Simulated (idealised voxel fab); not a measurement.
Title: Process Module voxel transistor to metal
The cross-section shown here is cut; it is 225 nm wide and divided into square cells measuring 5 nm on a side.
Cross-section layout: square cells on a grid; listed as bands, top to bottom; a band spans one or more cell rows.
Heads up on the band format: heights come first, top then bottom, in nm. After that it's the materials left to right, each with its width in nm. A single material flagged "everywhere" fills the whole band edge to edge, and "air" means there's empty space there.
The level at which height equals 0 is the one under which the wafer, as it arrives, is entirely one material. No lower edge exists for the bottom band, which continues downward and is notated as in "0 and below".
With a width like "30..40", each row of cells in the band differs from the next by the same amount, the top row carrying the first number and the bottom row the second.
No cell of the cross-section changed in a step that is given as "remained the same".
The label "Enclosed internal voids" introduces a list of the empty spaces, 8 cells or larger, that have no open way up to the top; each entry in it reads width x height at distance, where the distance is taken from the left edge and all three are stated in nm.
Text after the settings on a step's line: the simulator's own remark on that step.
Among the settings permitted on a step's line is "overlay nm"; applied to a step with a mask, it specifies the extent to which the mask lay to the right of its planned position, whereas a negative figure signifies a position to the left.
Planned process steps
1 RECEIVE | material Si
2 CONFORMAL_DEP | material SiO2 | thk nm 5
3 CONFORMAL_DEP | material SiN | thk nm 15
4 MASKED_ETCH | tone cover | mask id ACTIVE | width nm 85 | pitch nm 110 | etch materials SiN | depth nm 15 | overlay nm 0
5 MASKED_ETCH | tone cover | mask id ACTIVE | width nm 85 | pitch nm 110 | etch materials SiO2 | depth nm 5 | overlay nm 0
6 MASKED_ETCH | tone cover | mask id ACTIVE | width nm 85 | pitch nm 110 | etch materials Si | depth nm 30 | overlay nm 0
7 OXIDIZE | depth nm 5
8 FILL_DEP | material SiO2 | thk nm 10
9 CMP | height nm 20
10 SELECTIVE_ETCH | etch materials SiO2 | depth nm 10
11 STRIP | etch materials SiN
12 SELECTIVE_ETCH | etch materials SiO2 | depth nm 5
13 OXIDIZE | depth nm 5
14 DIRECTIONAL_DEP | material polySi | thk nm 25
15 DIRECTIONAL_DEP | material SiCN | thk nm 15
16 DIRECTIONAL_DEP | material aC | thk nm 10
17 PATTERN | tone cover | mask id GATE | material resist | width nm 15 | pitch nm 110 | thk nm 30 | overlay nm 0
18 DIRECTIONAL_ETCH | etch materials aC | depth nm 10
19 STRIP | etch materials resist
20 DIRECTIONAL_ETCH | etch materials SiCN | depth nm 25
21 DIRECTIONAL_ETCH | etch materials polySi | depth nm 35
22 STRIP | etch materials aC
23 CONFORMAL_DEP | material SiN | thk nm 5
24 DIRECTIONAL_ETCH | etch materials SiN | depth nm 5
25 DIRECTIONAL_ETCH | etch materials SiO2 | depth nm 5
26 DIRECTIONAL_ETCH | etch materials Si | depth nm 15
27 EPI | material pSi | thk nm 15
28 FILL_DEP | material SiO2 | thk nm 10
29 CMP | height nm 40
30 DIRECTIONAL_DEP | material SiO2 | thk nm 15
31 MASKED_ETCH | tone open | mask id CONTACT | width nm 15 | etch materials SiO2 | depth nm 60 | overlay nm 0
32 CONFORMAL_DEP | material TiN | thk nm 5
33 FILL_DEP | material W | thk nm 5
34 CMP | height nm 55
35 CONFORMAL_DEP | material SiCN | thk nm 5
36 DIRECTIONAL_DEP | material SiO2 | thk nm 15
37 MASKED_ETCH | tone open | mask id METAL_1 | width nm 15 | etch materials SiO2 | depth nm 15 | overlay nm 0
38 MASKED_ETCH | tone open | mask id METAL_1 | width nm 15 | etch materials SiCN | depth nm 5 | overlay nm 0
39 CONFORMAL_DEP | material TiN | thk nm 5
40 FILL_DEP | material Ru | thk nm 10
41 CMP | height nm 75
42 CONFORMAL_DEP | material SiN | thk nm 5
First of two wafers, processed according to plan
Step 1 complete: cross-section of the wafer as received
0 and below: Si everywhere
Enclosed internal voids: none
After step 2, in cross-section
5 down to 0: SiO2 everywhere
Nothing below the height 0 has changed.
After step 3, in cross-section
20 down to 5: SiN everywhere
Nothing below the height 5 has changed.
After step 4, in cross-section
20 down to 5: air 15, SiN 85, air 25, SiN 85, air 15
Nothing below the height 5 has changed.
After step 5, in cross-section
20 down to 5: air 15, SiN 85, air 25, SiN 85, air 15
5 down to 0: air 15, SiO2 85, air 25, SiO2 85, air 15
Nothing below the height 0 has changed.
After step 6, in cross-section
20 down to 5: air 15, SiN 85, air 25, SiN 85, air 15
5 down to 0: air 15, SiO2 85, air 25, SiO2 85, air 15
0 down to -30: air 15, Si 85, air 25, Si 85, air 15
Nothing below the height -30 has changed.
After step 7, in cross-section
20 down to 5: air 15, SiN 85, air 25, SiN 85, air 15
5 down to 0: air 15, SiO2 85, air 25, SiO2 85, air 15
0 down to -30: air 15, SiO2 5, Si 75, SiO2 5, air 25, SiO2 5, Si 75, SiO2 5, air 15
-30 down to -35: SiO2 20, Si 75, SiO2 35, Si 75, SiO2 20
Nothing below the height -35 has changed.
After step 8, in cross-section
30 down to 20: SiO2 everywhere
20 down to 5: SiO2 15, SiN 85, SiO2 25, SiN 85, SiO2 15
5 down to 0: SiO2 everywhere
0 down to -35: SiO2 20, Si 75, SiO2 35, Si 75, SiO2 20
Nothing below the height -35 has changed.
After step 9, in cross-section
20 down to 5: SiO2 15, SiN 85, SiO2 25, SiN 85, SiO2 15
Nothing below the height 5 has changed.
After step 10, in cross-section
20 down to 10: air 15, SiN 85, air 25, SiN 85, air 15
Nothing below the height 10 has changed.
After step 11, in cross-section
10 down to 5: SiO2 15, air 85, SiO2 25, air 85, SiO2 15
Nothing below the height 5 has changed.
After step 12, in cross-section
5 down to 0: SiO2 10, air 95, SiO2 15, air 95, SiO2 10
Nothing below the height 0 has changed.
After step 13, in cross-section
5 down to 0: SiO2 10, air 95, SiO2 15, air 95, SiO2 10
0 down to -5: SiO2 everywhere
Nothing below the height -5 has changed.
After step 14, in cross-section
30 down to 25: polySi 10, air 95, polySi 15, air 95, polySi 10
25 down to 5: polySi everywhere
5 down to 0: SiO2 10, polySi 95, SiO2 15, polySi 95, SiO2 10
Nothing below the height 0 has changed.
After step 15, in cross-section
45 down to 40: SiCN 10, air 95, SiCN 15, air 95, SiCN 10
40 down to 30: SiCN everywhere
30 down to 25: polySi 10, SiCN 95, polySi 15, SiCN 95, polySi 10
Nothing below the height 25 has changed.
After step 16, in cross-section
55 down to 50: aC 10, air 95, aC 15, air 95, aC 10
50 down to 45: aC everywhere
45 down to 40: SiCN 10, aC 95, SiCN 15, aC 95, SiCN 10
Nothing below the height 40 has changed.
After step 17, in cross-section
85 down to 55: air 50, resist 15, air 95, resist 15, air 50
55 down to 50: aC 10, air 40, resist 15, air 40, aC 15, air 40, resist 15, air 40, aC 10
Nothing below the height 50 has changed.
After step 18, in cross-section
75 down to 50: air 50, resist 15, air 95, resist 15, air 50
50 down to 45: air 50, aC 15, air 95, aC 15, air 50
45 down to 40: SiCN 10, air 40, aC 15, air 40, SiCN 15, air 40, aC 15, air 40, SiCN 10
Nothing below the height 40 has changed.
After step 19, in cross-section
50 down to 45: air 50, aC 15, air 95, aC 15, air 50
Nothing below the height 45 has changed.
After step 20, in cross-section
50 down to 40: air 50, aC 15, air 95, aC 15, air 50
40 down to 30: air 50, SiCN 15, air 95, SiCN 15, air 50
30 down to 25: polySi 10, air 40, SiCN 15, air 40, polySi 15, air 40, SiCN 15, air 40, polySi 10
Nothing below the height 25 has changed.
After step 21, in cross-section
50 down to 40: air 50, aC 15, air 95, aC 15, air 50
40 down to 25: air 50, SiCN 15, air 95, SiCN 15, air 50
25 down to 5: air 50, polySi 15, air 95, polySi 15, air 50
5 down to 0: SiO2 10, air 40, polySi 15, air 40, SiO2 15, air 40, polySi 15, air 40, SiO2 10
Nothing below the height 0 has changed.
After step 22, in cross-section
40 down to 25: air 50, SiCN 15, air 95, SiCN 15, air 50
Nothing below the height 25 has changed.
After step 23, in cross-section
45 down to 40: air 45, SiN 25, air 85, SiN 25, air 45
40 down to 25: air 45, SiN 5, SiCN 15, SiN 5, air 85, SiN 5, SiCN 15, SiN 5, air 45
25 down to 10: air 45, SiN 5, polySi 15, SiN 5, air 85, SiN 5, polySi 15, SiN 5, air 45
10 down to 5: SiN 15, air 30, SiN 5, polySi 15, SiN 5, air 30, SiN 25, air 30, SiN 5, polySi 15, SiN 5, air 30, SiN 15
5 down to 0: SiO2 10, SiN 40, polySi 15, SiN 40, SiO2 15, SiN 40, polySi 15, SiN 40, SiO2 10
Nothing below the height 0 has changed.
After step 24, in cross-section
40 down to 25: air 45, SiN 5, SiCN 15, SiN 5, air 85, SiN 5, SiCN 15, SiN 5, air 45
25 down to 5: air 45, SiN 5, polySi 15, SiN 5, air 85, SiN 5, polySi 15, SiN 5, air 45
5 down to 0: SiO2 10, SiN 5, air 30, SiN 5, polySi 15, SiN 5, air 30, SiN 5, SiO2 15, SiN 5, air 30, SiN 5, polySi 15, SiN 5, air 30, SiN 5, SiO2 10
Nothing below the height 0 has changed.
After step 25, in cross-section
40 down to 25: air 45, SiN 5, SiCN 15, SiN 5, air 85, SiN 5, SiCN 15, SiN 5, air 45
25 down to 5: air 45, SiN 5, polySi 15, SiN 5, air 85, SiN 5, polySi 15, SiN 5, air 45
5 down to 0: air 10, SiN 5, air 30, SiN 5, polySi 15, SiN 5, air 30, SiN 5, air 15, SiN 5, air 30, SiN 5, polySi 15, SiN 5, air 30, SiN 5, air 10
0 down to -5: SiO2 15, air 30, SiO2 25, air 30, SiO2 25, air 30, SiO2 25, air 30, SiO2 15
Nothing below the height -5 has changed.
After step 26, in cross-section
40 down to 25: air 45, SiN 5, SiCN 15, SiN 5, air 85, SiN 5, SiCN 15, SiN 5, air 45
25 down to 5: air 45, SiN 5, polySi 15, SiN 5, air 85, SiN 5, polySi 15, SiN 5, air 45
5 down to 0: air 10, SiN 5, air 30, SiN 5, polySi 15, SiN 5, air 30, SiN 5, air 15, SiN 5, air 30, SiN 5, polySi 15, SiN 5, air 30, SiN 5, air 10
0 down to -5: SiO2 15, air 30, SiO2 25, air 30, SiO2 25, air 30, SiO2 25, air 30, SiO2 15
-5 down to -20: SiO2 20, air 25, Si 25, air 25, SiO2 35, air 25, Si 25, air 25, SiO2 20
Nothing below the height -20 has changed.
After step 27, in cross-section
40 down to 25: air 45, SiN 5, SiCN 15, SiN 5, air 85, SiN 5, SiCN 15, SiN 5, air 45
25 down to 10: air 45, SiN 5, polySi 15, SiN 5, air 85, SiN 5, polySi 15, SiN 5, air 45
10 down to 5: air 30, pSi 15, SiN 5, polySi 15, SiN 5, pSi 15, air 55, pSi 15, SiN 5, polySi 15, SiN 5, pSi 15, air 30
5 down to 0: air 10, SiN 5, air 15, pSi 15, SiN 5, polySi 15, SiN 5, pSi 15, air 15, SiN 5, air 15, SiN 5, air 15, pSi 15, SiN 5, polySi 15, SiN 5, pSi 15, air 15, SiN 5, air 10
0 down to -5: SiO2 15, air 15, pSi 15, SiO2 25, pSi 15, air 15, SiO2 25, air 15, pSi 15, SiO2 25, pSi 15, air 15, SiO2 15
-5 down to -20: SiO2 20, pSi 25, Si 25, pSi 25, SiO2 35, pSi 25, Si 25, pSi 25, SiO2 20
Nothing below the height -20 has changed.
After step 28, in cross-section
50 down to 40: SiO2 everywhere
40 down to 25: SiO2 45, SiN 5, SiCN 15, SiN 5, SiO2 85, SiN 5, SiCN 15, SiN 5, SiO2 45
25 down to 10: SiO2 45, SiN 5, polySi 15, SiN 5, SiO2 85, SiN 5, polySi 15, SiN 5, SiO2 45
10 down to 5: SiO2 30, pSi 15, SiN 5, polySi 15, SiN 5, pSi 15, SiO2 55, pSi 15, SiN 5, polySi 15, SiN 5, pSi 15, SiO2 30
5 down to 0: SiO2 10, SiN 5, SiO2 15, pSi 15, SiN 5, polySi 15, SiN 5, pSi 15, SiO2 15, SiN 5, SiO2 15, SiN 5, SiO2 15, pSi 15, SiN 5, polySi 15, SiN 5, pSi 15, SiO2 15, SiN 5, SiO2 10
0 down to -5: SiO2 30, pSi 15, SiO2 25, pSi 15, SiO2 55, pSi 15, SiO2 25, pSi 15, SiO2 30
Nothing below the height -5 has changed.
After step 29, in cross-section
40 down to 25: SiO2 45, SiN 5, SiCN 15, SiN 5, SiO2 85, SiN 5, SiCN 15, SiN 5, SiO2 45
Nothing below the height 25 has changed.
After step 30, in cross-section
55 down to 40: SiO2 everywhere
Nothing below the height 40 has changed.
After step 31, in cross-section
55 down to 40: SiO2 20, air 15, SiO2 45, air 15, SiO2 35, air 15, SiO2 45, air 15, SiO2 20
40 down to 25: SiO2 20, air 15, SiO2 10, SiN 5, SiCN 15, SiN 5, SiO2 10, air 15, SiO2 35, air 15, SiO2 10, SiN 5, SiCN 15, SiN 5, SiO2 10, air 15, SiO2 20
25 down to 10: SiO2 20, air 15, SiO2 10, SiN 5, polySi 15, SiN 5, SiO2 10, air 15, SiO2 35, air 15, SiO2 10, SiN 5, polySi 15, SiN 5, SiO2 10, air 15, SiO2 20
10 down to 5: SiO2 20, air 10, pSi 15, SiN 5, polySi 15, SiN 5, pSi 15, air 10, SiO2 35, air 10, pSi 15, SiN 5, polySi 15, SiN 5, pSi 15, air 10, SiO2 20
5 down to 0: SiO2 10, SiN 5, SiO2 5, air 10, pSi 15, SiN 5, polySi 15, SiN 5, pSi 15, air 10, SiO2 5, SiN 5, SiO2 15, SiN 5, SiO2 5, air 10, pSi 15, SiN 5, polySi 15, SiN 5, pSi 15, air 10, SiO2 5, SiN 5, SiO2 10
0 down to -5: SiO2 20, air 10, pSi 15, SiO2 25, pSi 15, air 10, SiO2 35, air 10, pSi 15, SiO2 25, pSi 15, air 10, SiO2 20
Nothing below the height -5 has changed.
After step 32, in cross-section
60 down to 55: TiN 25, air 5, TiN 55, air 5, TiN 45, air 5, TiN 55, air 5, TiN 25
55 down to 40: SiO2 20, TiN 5, air 5, TiN 5, SiO2 45, TiN 5, air 5, TiN 5, SiO2 35, TiN 5, air 5, TiN 5, SiO2 45, TiN 5, air 5, TiN 5, SiO2 20
40 down to 25: SiO2 20, TiN 5, air 5, TiN 5, SiO2 10, SiN 5, SiCN 15, SiN 5, SiO2 10, TiN 5, air 5, TiN 5, SiO2 35, TiN 5, air 5, TiN 5, SiO2 10, SiN 5, SiCN 15, SiN 5, SiO2 10, TiN 5, air 5, TiN 5, SiO2 20
25 down to 15: SiO2 20, TiN 5, air 5, TiN 5, SiO2 10, SiN 5, polySi 15, SiN 5, SiO2 10, TiN 5, air 5, TiN 5, SiO2 35, TiN 5, air 5, TiN 5, SiO2 10, SiN 5, polySi 15, SiN 5, SiO2 10, TiN 5, air 5, TiN 5, SiO2 20
15 down to 10: SiO2 20, TiN 15, SiO2 10, SiN 5, polySi 15, SiN 5, SiO2 10, TiN 15, SiO2 35, TiN 15, SiO2 10, SiN 5, polySi 15, SiN 5, SiO2 10, TiN 15, SiO2 20
10 down to 5: SiO2 20, TiN 10, pSi 15, SiN 5, polySi 15, SiN 5, pSi 15, TiN 10, SiO2 35, TiN 10, pSi 15, SiN 5, polySi 15, SiN 5, pSi 15, TiN 10, SiO2 20
5 down to 0: SiO2 10, SiN 5, SiO2 5, TiN 10, pSi 15, SiN 5, polySi 15, SiN 5, pSi 15, TiN 10, SiO2 5, SiN 5, SiO2 15, SiN 5, SiO2 5, TiN 10, pSi 15, SiN 5, polySi 15, SiN 5, pSi 15, TiN 10, SiO2 5, SiN 5, SiO2 10
0 down to -5: SiO2 20, TiN 10, pSi 15, SiO2 25, pSi 15, TiN 10, SiO2 35, TiN 10, pSi 15, SiO2 25, pSi 15, TiN 10, SiO2 20
Nothing below the height -5 has changed.
After step 33, in cross-section
65 down to 60: W everywhere
60 down to 55: TiN 25, W 5, TiN 55, W 5, TiN 45, W 5, TiN 55, W 5, TiN 25
55 down to 40: SiO2 20, TiN 5, W 5, TiN 5, SiO2 45, TiN 5, W 5, TiN 5, SiO2 35, TiN 5, W 5, TiN 5, SiO2 45, TiN 5, W 5, TiN 5, SiO2 20
40 down to 25: SiO2 20, TiN 5, W 5, TiN 5, SiO2 10, SiN 5, SiCN 15, SiN 5, SiO2 10, TiN 5, W 5, TiN 5, SiO2 35, TiN 5, W 5, TiN 5, SiO2 10, SiN 5, SiCN 15, SiN 5, SiO2 10, TiN 5, W 5, TiN 5, SiO2 20
25 down to 15: SiO2 20, TiN 5, W 5, TiN 5, SiO2 10, SiN 5, polySi 15, SiN 5, SiO2 10, TiN 5, W 5, TiN 5, SiO2 35, TiN 5, W 5, TiN 5, SiO2 10, SiN 5, polySi 15, SiN 5, SiO2 10, TiN 5, W 5, TiN 5, SiO2 20
Nothing below the height 15 has changed.
After step 34, in cross-section
55 down to 40: SiO2 20, TiN 5, W 5, TiN 5, SiO2 45, TiN 5, W 5, TiN 5, SiO2 35, TiN 5, W 5, TiN 5, SiO2 45, TiN 5, W 5, TiN 5, SiO2 20
Nothing below the height 40 has changed.
After step 35, in cross-section
60 down to 55: SiCN everywhere
Nothing below the height 55 has changed.
After step 36, in cross-section
75 down to 60: SiO2 everywhere
Nothing below the height 60 has changed.
After step 37, in cross-section
75 down to 60: SiO2 20, air 15, SiO2 45, air 15, SiO2 35, air 15, SiO2 45, air 15, SiO2 20
Nothing below the height 60 has changed.
After step 38, in cross-section
75 down to 60: SiO2 20, air 15, SiO2 45, air 15, SiO2 35, air 15, SiO2 45, air 15, SiO2 20
60 down to 55: SiCN 20, air 15, SiCN 45, air 15, SiCN 35, air 15, SiCN 45, air 15, SiCN 20
Nothing below the height 55 has changed.
After step 39, in cross-section
80 down to 75: TiN 25, air 5, TiN 55, air 5, TiN 45, air 5, TiN 55, air 5, TiN 25
75 down to 60: SiO2 20, TiN 5, air 5, TiN 5, SiO2 45, TiN 5, air 5, TiN 5, SiO2 35, TiN 5, air 5, TiN 5, SiO2 45, TiN 5, air 5, TiN 5, SiO2 20
60 down to 55: SiCN 20, TiN 15, SiCN 45, TiN 15, SiCN 35, TiN 15, SiCN 45, TiN 15, SiCN 20
Nothing below the height 55 has changed.
After step 40, in cross-section
90 down to 80: Ru everywhere
80 down to 75: TiN 25, Ru 5, TiN 55, Ru 5, TiN 45, Ru 5, TiN 55, Ru 5, TiN 25
75 down to 60: SiO2 20, TiN 5, Ru 5, TiN 5, SiO2 45, TiN 5, Ru 5, TiN 5, SiO2 35, TiN 5, Ru 5, TiN 5, SiO2 45, TiN 5, Ru 5, TiN 5, SiO2 20
Nothing below the height 60 has changed.
After step 41, in cross-section
75 down to 60: SiO2 20, TiN 5, Ru 5, TiN 5, SiO2 45, TiN 5, Ru 5, TiN 5, SiO2 35, TiN 5, Ru 5, TiN 5, SiO2 45, TiN 5, Ru 5, TiN 5, SiO2 20
Nothing below the height 60 has changed.
After step 42, in cross-section
80 down to 75: SiN everywhere
Nothing below the height 75 has changed.
Wafer two of the pair: same origin, same plan, one error during the run; identical to wafer one up to and including step 13
Cross-section: second wafer, time at which step 14 was scheduled to end
30 down to 25: SiCN 10, air 95, SiCN 15, air 95, SiCN 10
25 down to 5: SiCN everywhere
5 down to 0: SiO2 10, SiCN 95, SiO2 15, SiCN 95, SiO2 10
Nothing below the height 0 has changed.
Cross-section: second wafer, time at which step 15 was scheduled to end
45 down to 40: SiCN 10, air 95, SiCN 15, air 95, SiCN 10
40 down to 5: SiCN everywhere
Nothing below the height 5 has changed.
Cross-section: second wafer, time at which step 16 was scheduled to end
55 down to 50: aC 10, air 95, aC 15, air 95, aC 10
50 down to 45: aC everywhere
45 down to 40: SiCN 10, aC 95, SiCN 15, aC 95, SiCN 10
Nothing below the height 40 has changed.
Cross-section: second wafer, time at which step 17 was scheduled to end
85 down to 55: air 50, resist 15, air 95, resist 15, air 50
55 down to 50: aC 10, air 40, resist 15, air 40, aC 15, air 40, resist 15, air 40, aC 10
Nothing below the height 50 has changed.
Cross-section: second wafer, time at which step 18 was scheduled to end
75 down to 50: air 50, resist 15, air 95, resist 15, air 50
50 down to 45: air 50, aC 15, air 95, aC 15, air 50
45 down to 40: SiCN 10, air 40, aC 15, air 40, SiCN 15, air 40, aC 15, air 40, SiCN 10
Nothing below the height 40 has changed.
Cross-section: second wafer, time at which step 19 was scheduled to end
50 down to 45: air 50, aC 15, air 95, aC 15, air 50
Nothing below the height 45 has changed.
Cross-section: second wafer, time at which step 20 was scheduled to end
50 down to 40: air 50, aC 15, air 95, aC 15, air 50
40 down to 20: air 50, SiCN 15, air 95, SiCN 15, air 50
20 down to 15: SiCN 10, air 40, SiCN 15, air 40, SiCN 15, air 40, SiCN 15, air 40, SiCN 10
Nothing below the height 15 has changed.
Cross-section: second wafer, time at which step 21 was scheduled to end: remained the same
Cross-section: second wafer, time at which step 22 was scheduled to end
40 down to 20: air 50, SiCN 15, air 95, SiCN 15, air 50
Nothing below the height 20 has changed.
Cross-section: second wafer, time at which step 23 was scheduled to end
45 down to 40: air 45, SiN 25, air 85, SiN 25, air 45
40 down to 25: air 45, SiN 5, SiCN 15, SiN 5, air 85, SiN 5, SiCN 15, SiN 5, air 45
25 down to 20: SiN 15, air 30, SiN 5, SiCN 15, SiN 5, air 30, SiN 25, air 30, SiN 5, SiCN 15, SiN 5, air 30, SiN 15
20 down to 15: SiCN 10, SiN 40, SiCN 15, SiN 40, SiCN 15, SiN 40, SiCN 15, SiN 40, SiCN 10
Nothing below the height 15 has changed.
Cross-section: second wafer, time at which step 24 was scheduled to end
40 down to 20: air 45, SiN 5, SiCN 15, SiN 5, air 85, SiN 5, SiCN 15, SiN 5, air 45
20 down to 15: SiCN 10, SiN 5, air 30, SiN 5, SiCN 15, SiN 5, air 30, SiN 5, SiCN 15, SiN 5, air 30, SiN 5, SiCN 15, SiN 5, air 30, SiN 5, SiCN 10
Nothing below the height 15 has changed.
Cross-section: second wafer, time at which step 25 was scheduled to end: remained the same
Cross-section: second wafer, time at which step 26 was scheduled to end: remained the same
Cross-section: second wafer, time at which step 27 was scheduled to end: remained the same
Cross-section: second wafer, time at which step 28 was scheduled to end
50 down to 40: SiO2 everywhere
40 down to 20: SiO2 45, SiN 5, SiCN 15, SiN 5, SiO2 85, SiN 5, SiCN 15, SiN 5, SiO2 45
20 down to 15: SiCN 10, SiN 5, SiO2 30, SiN 5, SiCN 15, SiN 5, SiO2 30, SiN 5, SiCN 15, SiN 5, SiO2 30, SiN 5, SiCN 15, SiN 5, SiO2 30, SiN 5, SiCN 10
Nothing below the height 15 has changed.
Cross-section: second wafer, time at which step 29 was scheduled to end
40 down to 20: SiO2 45, SiN 5, SiCN 15, SiN 5, SiO2 85, SiN 5, SiCN 15, SiN 5, SiO2 45
Nothing below the height 20 has changed.
Cross-section: second wafer, time at which step 30 was scheduled to end
55 down to 40: SiO2 everywhere
Nothing below the height 40 has changed.
Cross-section: second wafer, time at which step 31 was scheduled to end
55 down to 40: SiO2 20, air 15, SiO2 45, air 15, SiO2 35, air 15, SiO2 45, air 15, SiO2 20
40 down to 20: SiO2 20, air 15, SiO2 10, SiN 5, SiCN 15, SiN 5, SiO2 10, air 15, SiO2 35, air 15, SiO2 10, SiN 5, SiCN 15, SiN 5, SiO2 10, air 15, SiO2 20
20 down to 15: SiCN 10, SiN 5, SiO2 5, air 15, SiO2 10, SiN 5, SiCN 15, SiN 5, SiO2 10, air 15, SiO2 5, SiN 5, SiCN 15, SiN 5, SiO2 5, air 15, SiO2 10, SiN 5, SiCN 15, SiN 5, SiO2 10, air 15, SiO2 5, SiN 5, SiCN 10
Nothing below the height 15 has changed.
Cross-section: second wafer, time at which step 32 was scheduled to end
60 down to 55: TiN 25, air 5, TiN 55, air 5, TiN 45, air 5, TiN 55, air 5, TiN 25
55 down to 40: SiO2 20, TiN 5, air 5, TiN 5, SiO2 45, TiN 5, air 5, TiN 5, SiO2 35, TiN 5, air 5, TiN 5, SiO2 45, TiN 5, air 5, TiN 5, SiO2 20
40 down to 20: SiO2 20, TiN 5, air 5, TiN 5, SiO2 10, SiN 5, SiCN 15, SiN 5, SiO2 10, TiN 5, air 5, TiN 5, SiO2 35, TiN 5, air 5, TiN 5, SiO2 10, SiN 5, SiCN 15, SiN 5, SiO2 10, TiN 5, air 5, TiN 5, SiO2 20
20 down to 15: SiCN 10, SiN 5, SiO2 5, TiN 15, SiO2 10, SiN 5, SiCN 15, SiN 5, SiO2 10, TiN 15, SiO2 5, SiN 5, SiCN 15, SiN 5, SiO2 5, TiN 15, SiO2 10, SiN 5, SiCN 15, SiN 5, SiO2 10, TiN 15, SiO2 5, SiN 5, SiCN 10
Nothing below the height 15 has changed.
Cross-section: second wafer, time at which step 33 was scheduled to end
65 down to 60: W everywhere
60 down to 55: TiN 25, W 5, TiN 55, W 5, TiN 45, W 5, TiN 55, W 5, TiN 25
55 down to 40: SiO2 20, TiN 5, W 5, TiN 5, SiO2 45, TiN 5, W 5, TiN 5, SiO2 35, TiN 5, W 5, TiN 5, SiO2 45, TiN 5, W 5, TiN 5, SiO2 20
40 down to 20: SiO2 20, TiN 5, W 5, TiN 5, SiO2 10, SiN 5, SiCN 15, SiN 5, SiO2 10, TiN 5, W 5, TiN 5, SiO2 35, TiN 5, W 5, TiN 5, SiO2 10, SiN 5, SiCN 15, SiN 5, SiO2 10, TiN 5, W 5, TiN 5, SiO2 20
Nothing below the height 20 has changed.
Cross-section: second wafer, time at which step 34 was scheduled to end
55 down to 40: SiO2 20, TiN 5, W 5, TiN 5, SiO2 45, TiN 5, W 5, TiN 5, SiO2 35, TiN 5, W 5, TiN 5, SiO2 45, TiN 5, W 5, TiN 5, SiO2 20
Nothing below the height 40 has changed.
Cross-section: second wafer, time at which step 35 was scheduled to end
60 down to 55: SiCN everywhere
Nothing below the height 55 has changed.
Cross-section: second wafer, time at which step 36 was scheduled to end
75 down to 60: SiO2 everywhere
Nothing below the height 60 has changed.
Cross-section: second wafer, time at which step 37 was scheduled to end
75 down to 60: SiO2 20, air 15, SiO2 45, air 15, SiO2 35, air 15, SiO2 45, air 15, SiO2 20
Nothing below the height 60 has changed.
Cross-section: second wafer, time at which step 38 was scheduled to end
75 down to 60: SiO2 20, air 15, SiO2 45, air 15, SiO2 35, air 15, SiO2 45, air 15, SiO2 20
60 down to 55: SiCN 20, air 15, SiCN 45, air 15, SiCN 35, air 15, SiCN 45, air 15, SiCN 20
Nothing below the height 55 has changed.
Cross-section: second wafer, time at which step 39 was scheduled to end
80 down to 75: TiN 25, air 5, TiN 55, air 5, TiN 45, air 5, TiN 55, air 5, TiN 25
75 down to 60: SiO2 20, TiN 5, air 5, TiN 5, SiO2 45, TiN 5, air 5, TiN 5, SiO2 35, TiN 5, air 5, TiN 5, SiO2 45, TiN 5, air 5, TiN 5, SiO2 20
60 down to 55: SiCN 20, TiN 15, SiCN 45, TiN 15, SiCN 35, TiN 15, SiCN 45, TiN 15, SiCN 20
Nothing below the height 55 has changed.
Cross-section: second wafer, time at which step 40 was scheduled to end
90 down to 80: Ru everywhere
80 down to 75: TiN 25, Ru 5, TiN 55, Ru 5, TiN 45, Ru 5, TiN 55, Ru 5, TiN 25
75 down to 60: SiO2 20, TiN 5, Ru 5, TiN 5, SiO2 45, TiN 5, Ru 5, TiN 5, SiO2 35, TiN 5, Ru 5, TiN 5, SiO2 45, TiN 5, Ru 5, TiN 5, SiO2 20
Nothing below the height 60 has changed.
Cross-section: second wafer, time at which step 41 was scheduled to end
75 down to 60: SiO2 20, TiN 5, Ru 5, TiN 5, SiO2 45, TiN 5, Ru 5, TiN 5, SiO2 35, TiN 5, Ru 5, TiN 5, SiO2 45, TiN 5, Ru 5, TiN 5, SiO2 20
Nothing below the height 60 has changed.
Cross-section: second wafer, time at which step 42 was scheduled to end
80 down to 75: SiN everywhere
Nothing below the height 75 has changed.
Here's what went sideways: heads up, step 14 didn't go per plan, it actually ran as DIRECTIONAL_DEP | material SiCN | thk nm 25
Final wafer comparison in cells, second versus first, more or fewer per material: 60 more of Si | 147 more of SiCN | 12 fewer of SiN | 33 fewer of SiO2 | 32 fewer of TiN | 4 fewer of W | 96 fewer of pSi | 30 fewer of polySi
